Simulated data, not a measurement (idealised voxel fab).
This section sets out a process module, namely voxel self aligned contacts.
Each square cell in cross-section cut measures 5 nm, and the section as a whole is 280 nm wide.
If you're reading a cross-section in this doc, picture square cells in a grid; it comes to you as bands, top ones listed first down to the bottom, and a band can be one or more rows of cells.
Per band: top height and bottom height in nm, followed by the left-to-right materials and their widths in nm; "everywhere" marks a single material spanning edge to edge, "blank" marks empty space.
Heights are reckoned from 0. Under this level, the received wafer is all of one material. The bottommost band is open-ended downward, for example "0 and below".
Per-row width for "30->40": begins at first number (top row of band), ends at second number (bottom row), increment between rows held constant.
"remained unchanged", as given for a step, is the statement that not any cell of the cross-section underwent a change during that step.
Enclosed voids (no open way to top), threshold 8 cells or more, entry "Enclosed voids", notation width x height at distance, distance from left edge, nm.
Post-settings text on a step line: simulator's own remark regarding the step.
overlay nm: mask right of planned place by this much (step with mask). Neg. = left.
Each pair below shows a cross-section before one step and the cross-section after it, down to the lowest band that changed. The line under each pair gives the step between them, with its settings. The pairs can come from different runs of this module on the same starting wafer, so a pair continues from the pair above only where its "Pre-step section" says so.
-- Pre-step section
> 50 down to 25  SiN everywhere
> 25 down to 0  polySi everywhere
> 0 down to -5  SiO2 everywhere
> -5 and below  Si everywhere
> Enclosed voids: none
-- State After Step
> 50 down to 30  60 nm blank, 30 nm SiN, 35 nm blank, 30 nm SiN, 35 nm blank, 30 nm SiN, 60 nm blank
> Below 30 it's all the same as before, nothing changed down there.
> Enclosed voids: none
Step sandwiched between the two cross-sections above: MASKED_ETCH,tone cover,mask id GATE,width nm 30,pitch nm 65,etch materials SiN,depth nm 20,overlay nm 0
Pre-step section: It is represented by the cross-section appearing after the step of the pair directly above.
-- State After Step
> 60 down to 40  50 nm blank, 50 nm SiN, 15 nm blank, 50 nm SiN, 15 nm blank, 50 nm SiN, 50 nm blank
> 40 down to 25  SiN everywhere
> Below 25 it's all the same as before, nothing changed down there.
> Enclosed voids: none
Step sandwiched between the two cross-sections above: CONFORMAL_DEP,material SiN,thk nm 10
Pre-step section: It is represented by the cross-section appearing after the step of the pair directly above.
-- State After Step
> 50 down to 30  50 nm blank, 50 nm SiN, 15 nm blank, 50 nm SiN, 15 nm blank, 50 nm SiN, 50 nm blank
> Below 30 it's all the same as before, nothing changed down there.
> Enclosed voids: none
Step sandwiched between the two cross-sections above: DIRECTIONAL_ETCH,etch materials SiN,depth nm 10
Pre-step section: It is represented by the cross-section appearing after the step of the pair directly above.
-- State After Step
> 60 down to 50  SiO2 everywhere
> 50 down to 30  50 nm SiO2, 50 nm SiN, 15 nm SiO2, 50 nm SiN, 15 nm SiO2, 50 nm SiN, 50 nm SiO2
> Below 30 it's all the same as before, nothing changed down there.
> Enclosed voids: none
Step sandwiched between the two cross-sections above: FILL_DEP,material SiO2,thk nm 10
Pre-step section: It is represented by the cross-section appearing after the step of the pair directly above.
-- State After Step
> 50 down to 30  50 nm SiO2, 50 nm SiN, 15 nm SiO2, 50 nm SiN, 15 nm SiO2, 50 nm SiN, 50 nm SiO2
> Below 30 it's all the same as before, nothing changed down there.
> Enclosed voids: none
Step sandwiched between the two cross-sections above: CMP,height nm 50
Pre-step section: It is represented by the cross-section appearing after the step of the pair directly above.
-- State After Step
> 65 down to 50  85 nm resist, 45 nm blank, 20 nm resist, 45 nm blank, 85 nm resist
> Below 50 it's all the same as before, nothing changed down there.
> Enclosed voids: none
Step sandwiched between the two cross-sections above: PATTERN,tone open,mask id CONTACT,material resist,width nm 45,pitch nm 65,thk nm 15,overlay nm 0
Pre-step section: It is represented by the cross-section appearing after the step of the pair directly above.
-- State After Step
> 65 down to 50  85 nm resist, 45 nm blank, 20 nm resist, 45 nm blank, 85 nm resist
> 50 down to 30  50 nm SiO2, 50 nm SiN, 15 nm blank, 50 nm SiN, 15 nm blank, 50 nm SiN, 50 nm SiO2
> Below 30 it's all the same as before, nothing changed down there.
> Enclosed voids: none
Step sandwiched between the two cross-sections above: DIRECTIONAL_ETCH,etch materials SiO2,depth nm 55
Pre-step section: It is represented by the cross-section appearing after the step of the pair directly above.
-- State After Step
> 50 down to 30  50 nm SiO2, 50 nm SiN, 15 nm blank, 50 nm SiN, 15 nm blank, 50 nm SiN, 50 nm SiO2
> Below 30 it's all the same as before, nothing changed down there.
> Enclosed voids: none
Step sandwiched between the two cross-sections above: STRIP,etch materials resist
Pre-step section: It is represented by the cross-section appearing after the step of the pair directly above.
-- State After Step
> 55 down to 50  105 nm TiN, 5 nm blank, 60 nm TiN, 5 nm blank, 105 nm TiN
> 50 down to 35  50 nm SiO2, 50 nm SiN, 5 nm TiN, 5 nm blank, 5 nm TiN, 50 nm SiN, 5 nm TiN, 5 nm blank, 5 nm TiN, 50 nm SiN, 50 nm SiO2
> 35 down to 30  50 nm SiO2, 50 nm SiN, 15 nm TiN, 50 nm SiN, 15 nm TiN, 50 nm SiN, 50 nm SiO2
> Below 30 it's all the same as before, nothing changed down there.
> Enclosed voids: none
Step sandwiched between the two cross-sections above: CONFORMAL_DEP,material TiN,thk nm 5
Pre-step section: It is represented by the cross-section appearing after the step of the pair directly above.
-- State After Step
> 60 down to 55  W everywhere
> 55 down to 50  105 nm TiN, 5 nm W, 60 nm TiN, 5 nm W, 105 nm TiN
> 50 down to 35  50 nm SiO2, 50 nm SiN, 5 nm TiN, 5 nm W, 5 nm TiN, 50 nm SiN, 5 nm TiN, 5 nm W, 5 nm TiN, 50 nm SiN, 50 nm SiO2
> Below 35 it's all the same as before, nothing changed down there.
> Enclosed voids: none
Step sandwiched between the two cross-sections above: FILL_DEP,material W,thk nm 5
Pre-step section: It is represented by the cross-section appearing after the step of the pair directly above.
-- State After Step
> 50 down to 35  50 nm SiO2, 50 nm SiN, 5 nm TiN, 5 nm W, 5 nm TiN, 50 nm SiN, 5 nm TiN, 5 nm W, 5 nm TiN, 50 nm SiN, 50 nm SiO2
> Below 35 it's all the same as before, nothing changed down there.
> Enclosed voids: none
Step sandwiched between the two cross-sections above: CMP,height nm 50
Pre-step section: It is represented by the cross-section appearing after the step of the pair directly above.
-- State After Step
> 55 down to 50  SiCN everywhere
> Below 50 it's all the same as before, nothing changed down there.
> Enclosed voids: none
Step sandwiched between the two cross-sections above: CONFORMAL_DEP,material SiCN,thk nm 5
-- Pre-step section
> 45 down to 25  SiN everywhere
> 25 down to 0  polySi everywhere
> 0 down to -5  SiO2 everywhere
> -5 and below  Si everywhere
> Enclosed voids: none
-- State After Step
> 45 down to 25  60 nm blank, 35 nm SiN, 30 nm blank, 35 nm SiN, 30 nm blank, 35 nm SiN, 55 nm blank
> Below 25 it's all the same as before, nothing changed down there.
> Enclosed voids: none
Step sandwiched between the two cross-sections above: MASKED_ETCH,tone cover,mask id GATE,width nm 35,pitch nm 65,etch materials SiN,depth nm 20,overlay nm 0
Pre-step section: It is represented by the cross-section appearing after the step of the pair directly above.
-- State After Step
> 45 down to 25  60 nm blank, 35 nm SiN, 30 nm blank, 35 nm SiN, 30 nm blank, 35 nm SiN, 55 nm blank
> 25 down to 0  60 nm blank, 35 nm polySi, 30 nm blank, 35 nm polySi, 30 nm blank, 35 nm polySi, 55 nm blank
> Below 0 it's all the same as before, nothing changed down there.
> Enclosed voids: none
Step sandwiched between the two cross-sections above: MASKED_ETCH,tone cover,mask id GATE,width nm 30,pitch nm 65,etch materials polySi,depth nm 25,overlay nm 0
Pre-step section: It is represented by the cross-section appearing after the step of the pair directly above.
-- State After Step
> 55 down to 25  50 nm blank, 55 nm SiN, 10 nm blank, 55 nm SiN, 10 nm blank, 55 nm SiN, 45 nm blank
> 25 down to 10  50 nm blank, 10 nm SiN, 35 nm polySi, 10 nm SiN, 10 nm blank, 10 nm SiN, 35 nm polySi, 10 nm SiN, 10 nm blank, 10 nm SiN, 35 nm polySi, 10 nm SiN, 45 nm blank
> 10 down to 0  60 nm SiN, 35 nm polySi, 30 nm SiN, 35 nm polySi, 30 nm SiN, 35 nm polySi, 55 nm SiN
> Below 0 it's all the same as before, nothing changed down there.
> Enclosed voids: none
Step sandwiched between the two cross-sections above: CONFORMAL_DEP,material SiN,thk nm 10
Pre-step section: It is represented by the cross-section appearing after the step of the pair directly above.
-- State After Step
> 45 down to 25  50 nm blank, 55 nm SiN, 10 nm blank, 55 nm SiN, 10 nm blank, 55 nm SiN, 45 nm blank
> 25 down to 0  50 nm blank, 10 nm SiN, 35 nm polySi, 10 nm SiN, 10 nm blank, 10 nm SiN, 35 nm polySi, 10 nm SiN, 10 nm blank, 10 nm SiN, 35 nm polySi, 10 nm SiN, 45 nm blank
> Below 0 it's all the same as before, nothing changed down there.
> Enclosed voids: none
Step sandwiched between the two cross-sections above: DIRECTIONAL_ETCH,etch materials SiN,depth nm 10
Pre-step section: It is represented by the cross-section appearing after the step of the pair directly above.
-- State After Step
> 55 down to 45  SiO2 everywhere
> 45 down to 25  50 nm SiO2, 55 nm SiN, 10 nm SiO2, 55 nm SiN, 10 nm SiO2, 55 nm SiN, 45 nm SiO2
> 25 down to 0  50 nm SiO2, 10 nm SiN, 35 nm polySi, 10 nm SiN, 10 nm SiO2, 10 nm SiN, 35 nm polySi, 10 nm SiN, 10 nm SiO2, 10 nm SiN, 35 nm polySi, 10 nm SiN, 45 nm SiO2
> Below 0 it's all the same as before, nothing changed down there.
> Enclosed voids: none
Step sandwiched between the two cross-sections above: FILL_DEP,material SiO2,thk nm 10
Pre-step section: It is represented by the cross-section appearing after the step of the pair directly above.
-- State After Step
> 50 down to 45  SiO2 everywhere
> Below 45 it's all the same as before, nothing changed down there.
> Enclosed voids: none
Step sandwiched between the two cross-sections above: CMP,height nm 50
Pre-step section: It is represented by the cross-section appearing after the step of the pair directly above.
-- State After Step
> 65 down to 50  85 nm resist, 45 nm blank, 20 nm resist, 45 nm blank, 85 nm resist
> Below 50 it's all the same as before, nothing changed down there.
> Enclosed voids: none
Step sandwiched between the two cross-sections above: PATTERN,tone open,mask id CONTACT,material resist,width nm 45,pitch nm 65,thk nm 15,overlay nm 0
Pre-step section: It is represented by the cross-section appearing after the step of the pair directly above.
-- State After Step
> 65 down to 50  85 nm resist, 45 nm blank, 20 nm resist, 45 nm blank, 85 nm resist
> 50 down to 45  85 nm SiO2, 45 nm blank, 20 nm SiO2, 45 nm blank, 85 nm SiO2
> 45 down to 25  50 nm SiO2, 55 nm SiN, 10 nm blank, 55 nm SiN, 10 nm blank, 55 nm SiN, 45 nm SiO2
> 25 down to 0  50 nm SiO2, 10 nm SiN, 35 nm polySi, 10 nm SiN, 10 nm blank, 10 nm SiN, 35 nm polySi, 10 nm SiN, 10 nm blank, 10 nm SiN, 35 nm polySi, 10 nm SiN, 45 nm SiO2
> 0 down to -5  105 nm SiO2, 10 nm blank, 55 nm SiO2, 10 nm blank, 100 nm SiO2
> Below -5 it's all the same as before, nothing changed down there.
> Enclosed voids: none
Step sandwiched between the two cross-sections above: DIRECTIONAL_ETCH,etch materials SiO2,depth nm 55
Pre-step section: It is represented by the cross-section appearing after the step of the pair directly above.
-- State After Step
> 50 down to 45  85 nm SiO2, 45 nm blank, 20 nm SiO2, 45 nm blank, 85 nm SiO2
> Below 45 it's all the same as before, nothing changed down there.
> Enclosed voids: none
Step sandwiched between the two cross-sections above: STRIP,etch materials resist
Pre-step section: It is represented by the cross-section appearing after the step of the pair directly above.
-- State After Step
> 55 down to 50  90 nm TiN, 35 nm blank, 30 nm TiN, 35 nm blank, 90 nm TiN
> 50 down to 45  85 nm SiO2, 45 nm TiN, 20 nm SiO2, 45 nm TiN, 85 nm SiO2
> 45 down to 25  50 nm SiO2, 55 nm SiN, 10 nm TiN, 55 nm SiN, 10 nm TiN, 55 nm SiN, 45 nm SiO2
> 25 down to 0  50 nm SiO2, 10 nm SiN, 35 nm polySi, 10 nm SiN, 10 nm TiN, 10 nm SiN, 35 nm polySi, 10 nm SiN, 10 nm TiN, 10 nm SiN, 35 nm polySi, 10 nm SiN, 45 nm SiO2
> 0 down to -5  105 nm SiO2, 10 nm TiN, 55 nm SiO2, 10 nm TiN, 100 nm SiO2
> Below -5 it's all the same as before, nothing changed down there.
> Enclosed voids: none
Step sandwiched between the two cross-sections above: CONFORMAL_DEP,material TiN,thk nm 5
Pre-step section: It is represented by the cross-section appearing after the step of the pair directly above.
-- State After Step
> 60 down to 55  W everywhere
> 55 down to 50  90 nm TiN, 35 nm W, 30 nm TiN, 35 nm W, 90 nm TiN
> Below 50 it's all the same as before, nothing changed down there.
> Enclosed voids: none
Step sandwiched between the two cross-sections above: FILL_DEP,material W,thk nm 5
Pre-step section: It is represented by the cross-section appearing after the step of the pair directly above.
-- State After Step
> 50 down to 45  85 nm SiO2, 45 nm TiN, 20 nm SiO2, 45 nm TiN, 85 nm SiO2
> Below 45 it's all the same as before, nothing changed down there.
> Enclosed voids: none
Step sandwiched between the two cross-sections above: CMP,height nm 50
Pre-step section: It is represented by the cross-section appearing after the step of the pair directly above.
-- State After Step
> 55 down to 50  SiCN everywhere
> Below 50 it's all the same as before, nothing changed down there.
> Enclosed voids: none
Step sandwiched between the two cross-sections above: CONFORMAL_DEP,material SiCN,thk nm 5
-- Pre-step section
> 50 down to 45  SiO2 everywhere
> 45 down to 25  50 nm SiO2, 50 nm SiN, 15 nm SiO2, 50 nm SiN, 15 nm SiO2, 50 nm SiN, 50 nm SiO2
> 25 down to 0  50 nm SiO2, 10 nm SiN, 30 nm polySi, 10 nm SiN, 15 nm SiO2, 10 nm SiN, 30 nm polySi, 10 nm SiN, 15 nm SiO2, 10 nm SiN, 30 nm polySi, 10 nm SiN, 50 nm SiO2
> 0 down to -5  SiO2 everywhere
> -5 and below  Si everywhere
> Enclosed voids: none
-- State After Step
> 65 down to 50  80 nm resist, 45 nm blank, 20 nm resist, 45 nm blank, 90 nm resist
> Below 50 it's all the same as before, nothing changed down there.
> Enclosed voids: none
Step sandwiched between the two cross-sections above: PATTERN,tone open,mask id CONTACT,material resist,width nm 45,pitch nm 65,thk nm 15,overlay nm -5
Pre-step section: It is represented by the cross-section appearing after the step of the pair directly above.
-- State After Step
> 65 down to 50  80 nm resist, 45 nm blank, 20 nm resist, 45 nm blank, 90 nm resist
> 50 down to 45  80 nm SiO2, 45 nm blank, 20 nm SiO2, 45 nm blank, 90 nm SiO2
> 45 down to 25  50 nm SiO2, 50 nm SiN, 15 nm blank, 50 nm SiN, 15 nm blank, 50 nm SiN, 50 nm SiO2
> 25 down to 0  50 nm SiO2, 10 nm SiN, 30 nm polySi, 10 nm SiN, 15 nm blank, 10 nm SiN, 30 nm polySi, 10 nm SiN, 15 nm blank, 10 nm SiN, 30 nm polySi, 10 nm SiN, 50 nm SiO2
> 0 down to -5  100 nm SiO2, 15 nm blank, 50 nm SiO2, 15 nm blank, 100 nm SiO2
> Below -5 it's all the same as before, nothing changed down there.
> Enclosed voids: none
Step sandwiched between the two cross-sections above: DIRECTIONAL_ETCH,etch materials SiO2,depth nm 55
Pre-step section: It is represented by the cross-section appearing after the step of the pair directly above.
-- State After Step
> 50 down to 45  80 nm SiO2, 45 nm blank, 20 nm SiO2, 45 nm blank, 90 nm SiO2
> Below 45 it's all the same as before, nothing changed down there.
> Enclosed voids: none
Step sandwiched between the two cross-sections above: STRIP,etch materials resist
Pre-step section: It is represented by the cross-section appearing after the step of the pair directly above.
-- State After Step
> 55 down to 50  85 nm TiN, 35 nm blank, 30 nm TiN, 35 nm blank, 95 nm TiN
> 50 down to 45  80 nm SiO2, 25 nm TiN, 5 nm blank, 15 nm TiN, 20 nm SiO2, 25 nm TiN, 5 nm blank, 15 nm TiN, 90 nm SiO2
> 45 down to 25  50 nm SiO2, 50 nm SiN, 5 nm TiN, 5 nm blank, 5 nm TiN, 50 nm SiN, 5 nm TiN, 5 nm blank, 5 nm TiN, 50 nm SiN, 50 nm SiO2
> 25 down to 0  50 nm SiO2, 10 nm SiN, 30 nm polySi, 10 nm SiN, 5 nm TiN, 5 nm blank, 5 nm TiN, 10 nm SiN, 30 nm polySi, 10 nm SiN, 5 nm TiN, 5 nm blank, 5 nm TiN, 10 nm SiN, 30 nm polySi, 10 nm SiN, 50 nm SiO2
> 0 down to -5  100 nm SiO2, 15 nm TiN, 50 nm SiO2, 15 nm TiN, 100 nm SiO2
> Below -5 it's all the same as before, nothing changed down there.
> Enclosed voids: none
Step sandwiched between the two cross-sections above: CONFORMAL_DEP,material TiN,thk nm 5
Pre-step section: It is represented by the cross-section appearing after the step of the pair directly above.
-- State After Step
> 60 down to 55  W everywhere
> 55 down to 50  85 nm TiN, 35 nm W, 30 nm TiN, 35 nm W, 95 nm TiN
> 50 down to 45  80 nm SiO2, 25 nm TiN, 5 nm W, 15 nm TiN, 20 nm SiO2, 25 nm TiN, 5 nm W, 15 nm TiN, 90 nm SiO2
> 45 down to 25  50 nm SiO2, 50 nm SiN, 5 nm TiN, 5 nm W, 5 nm TiN, 50 nm SiN, 5 nm TiN, 5 nm W, 5 nm TiN, 50 nm SiN, 50 nm SiO2
> 25 down to 0  50 nm SiO2, 10 nm SiN, 30 nm polySi, 10 nm SiN, 5 nm TiN, 5 nm W, 5 nm TiN, 10 nm SiN, 30 nm polySi, 10 nm SiN, 5 nm TiN, 5 nm W, 5 nm TiN, 10 nm SiN, 30 nm polySi, 10 nm SiN, 50 nm SiO2
> Below 0 it's all the same as before, nothing changed down there.
> Enclosed voids: none
Step sandwiched between the two cross-sections above: FILL_DEP,material W,thk nm 5
Pre-step section: It is represented by the cross-section appearing after the step of the pair directly above.
-- State After Step
> 50 down to 45  80 nm SiO2, 25 nm TiN, 5 nm W, 15 nm TiN, 20 nm SiO2, 25 nm TiN, 5 nm W, 15 nm TiN, 90 nm SiO2
> Below 45 it's all the same as before, nothing changed down there.
> Enclosed voids: none
Step sandwiched between the two cross-sections above: CMP,height nm 50
Pre-step section: It is represented by the cross-section appearing after the step of the pair directly above.
-- State After Step
> 55 down to 50  SiCN everywhere
> Below 50 it's all the same as before, nothing changed down there.
> Enclosed voids: none
Step sandwiched between the two cross-sections above: CONFORMAL_DEP,material SiCN,thk nm 5
-- Pre-step section
> 50 down to 45  85 nm SiO2, 20 nm TiN, 5 nm W, 20 nm TiN, 20 nm SiO2, 20 nm TiN, 5 nm W, 20 nm TiN, 85 nm SiO2
> 45 down to 25  50 nm SiO2, 50 nm SiN, 5 nm TiN, 5 nm W, 5 nm TiN, 50 nm SiN, 5 nm TiN, 5 nm W, 5 nm TiN, 50 nm SiN, 50 nm SiO2
> 25 down to 0  50 nm SiO2, 10 nm SiN, 30 nm polySi, 10 nm SiN, 5 nm TiN, 5 nm W, 5 nm TiN, 10 nm SiN, 30 nm polySi, 10 nm SiN, 5 nm TiN, 5 nm W, 5 nm TiN, 10 nm SiN, 30 nm polySi, 10 nm SiN, 50 nm SiO2
> 0 down to -5  100 nm SiO2, 15 nm TiN, 50 nm SiO2, 15 nm TiN, 100 nm SiO2
> -5 and below  Si everywhere
> Enclosed voids: none
-- State After Step
> 55 down to 50  SiN everywhere
> Below 50 it's all the same as before, nothing changed down there.
> Enclosed voids: none
Step sandwiched between the two cross-sections above: CONFORMAL_DEP,material SiN,thk nm 5
-- Pre-step section
> 45 down to 25  SiN everywhere
> 25 down to 0  polySi everywhere
> 0 down to -5  SiO2 everywhere
> -5 and below  Si everywhere
> Enclosed voids: none
-- State After Step
> 45 down to 25  60 nm SiN, 30 nm blank, 35 nm SiN, 30 nm blank, 35 nm SiN, 30 nm blank, 60 nm SiN
> Below 25 it's all the same as before, nothing changed down there.
> Enclosed voids: none
Step sandwiched between the two cross-sections above: MASKED_ETCH,tone open,mask id GATE,width nm 30,pitch nm 65,etch materials SiN,depth nm 20,overlay nm 0
Pre-step section: It is represented by the cross-section appearing after the step of the pair directly above.
-- State After Step
> 55 down to 35  70 nm SiN, 10 nm blank, 55 nm SiN, 10 nm blank, 55 nm SiN, 10 nm blank, 70 nm SiN
> 35 down to 25  SiN everywhere
> Below 25 it's all the same as before, nothing changed down there.
> Enclosed voids: none
Step sandwiched between the two cross-sections above: CONFORMAL_DEP,material SiN,thk nm 10
Pre-step section: It is represented by the cross-section appearing after the step of the pair directly above.
-- State After Step
> 45 down to 25  70 nm SiN, 10 nm blank, 55 nm SiN, 10 nm blank, 55 nm SiN, 10 nm blank, 70 nm SiN
> Below 25 it's all the same as before, nothing changed down there.
> Enclosed voids: none
Step sandwiched between the two cross-sections above: DIRECTIONAL_ETCH,etch materials SiN,depth nm 10
Pre-step section: It is represented by the cross-section appearing after the step of the pair directly above.
-- State After Step
> 55 down to 45  SiO2 everywhere
> 45 down to 25  70 nm SiN, 10 nm SiO2, 55 nm SiN, 10 nm SiO2, 55 nm SiN, 10 nm SiO2, 70 nm SiN
> Below 25 it's all the same as before, nothing changed down there.
> Enclosed voids: none
Step sandwiched between the two cross-sections above: FILL_DEP,material SiO2,thk nm 10
Pre-step section: It is represented by the cross-section appearing after the step of the pair directly above.
-- State After Step
> 50 down to 45  SiO2 everywhere
> Below 45 it's all the same as before, nothing changed down there.
> Enclosed voids: none
Step sandwiched between the two cross-sections above: CMP,height nm 50
Pre-step section: It is represented by the cross-section appearing after the step of the pair directly above.
-- State After Step
> 65 down to 50  85 nm resist, 45 nm blank, 20 nm resist, 45 nm blank, 85 nm resist
> Below 50 it's all the same as before, nothing changed down there.
> Enclosed voids: none
Step sandwiched between the two cross-sections above: PATTERN,tone open,mask id CONTACT,material resist,width nm 45,pitch nm 65,thk nm 15,overlay nm 0
Pre-step section: It is represented by the cross-section appearing after the step of the pair directly above.
-- State After Step
> 65 down to 50  85 nm resist, 45 nm blank, 20 nm resist, 45 nm blank, 85 nm resist
> 50 down to 45  85 nm SiO2, 45 nm blank, 20 nm SiO2, 45 nm blank, 85 nm SiO2
> Below 45 it's all the same as before, nothing changed down there.
> Enclosed voids: none
Step sandwiched between the two cross-sections above: DIRECTIONAL_ETCH,etch materials SiO2,depth nm 55
Pre-step section: It is represented by the cross-section appearing after the step of the pair directly above.
-- State After Step
> 50 down to 45  85 nm SiO2, 45 nm blank, 20 nm SiO2, 45 nm blank, 85 nm SiO2
> Below 45 it's all the same as before, nothing changed down there.
> Enclosed voids: none
Step sandwiched between the two cross-sections above: STRIP,etch materials resist
Pre-step section: It is represented by the cross-section appearing after the step of the pair directly above.
-- State After Step
> 55 down to 50  90 nm TiN, 35 nm blank, 30 nm TiN, 35 nm blank, 90 nm TiN
> 50 down to 45  85 nm SiO2, 45 nm TiN, 20 nm SiO2, 45 nm TiN, 85 nm SiO2
> Below 45 it's all the same as before, nothing changed down there.
> Enclosed voids: none
Step sandwiched between the two cross-sections above: CONFORMAL_DEP,material TiN,thk nm 5
Pre-step section: It is represented by the cross-section appearing after the step of the pair directly above.
-- State After Step
> 60 down to 55  W everywhere
> 55 down to 50  90 nm TiN, 35 nm W, 30 nm TiN, 35 nm W, 90 nm TiN
> Below 50 it's all the same as before, nothing changed down there.
> Enclosed voids: none
Step sandwiched between the two cross-sections above: FILL_DEP,material W,thk nm 5
Pre-step section: It is represented by the cross-section appearing after the step of the pair directly above.
-- State After Step
> 50 down to 45  85 nm SiO2, 45 nm TiN, 20 nm SiO2, 45 nm TiN, 85 nm SiO2
> Below 45 it's all the same as before, nothing changed down there.
> Enclosed voids: none
Step sandwiched between the two cross-sections above: CMP,height nm 50
Pre-step section: It is represented by the cross-section appearing after the step of the pair directly above.
-- State After Step
> 55 down to 50  SiCN everywhere
> Below 50 it's all the same as before, nothing changed down there.
> Enclosed voids: none
Step sandwiched between the two cross-sections above: CONFORMAL_DEP,material SiCN,thk nm 5
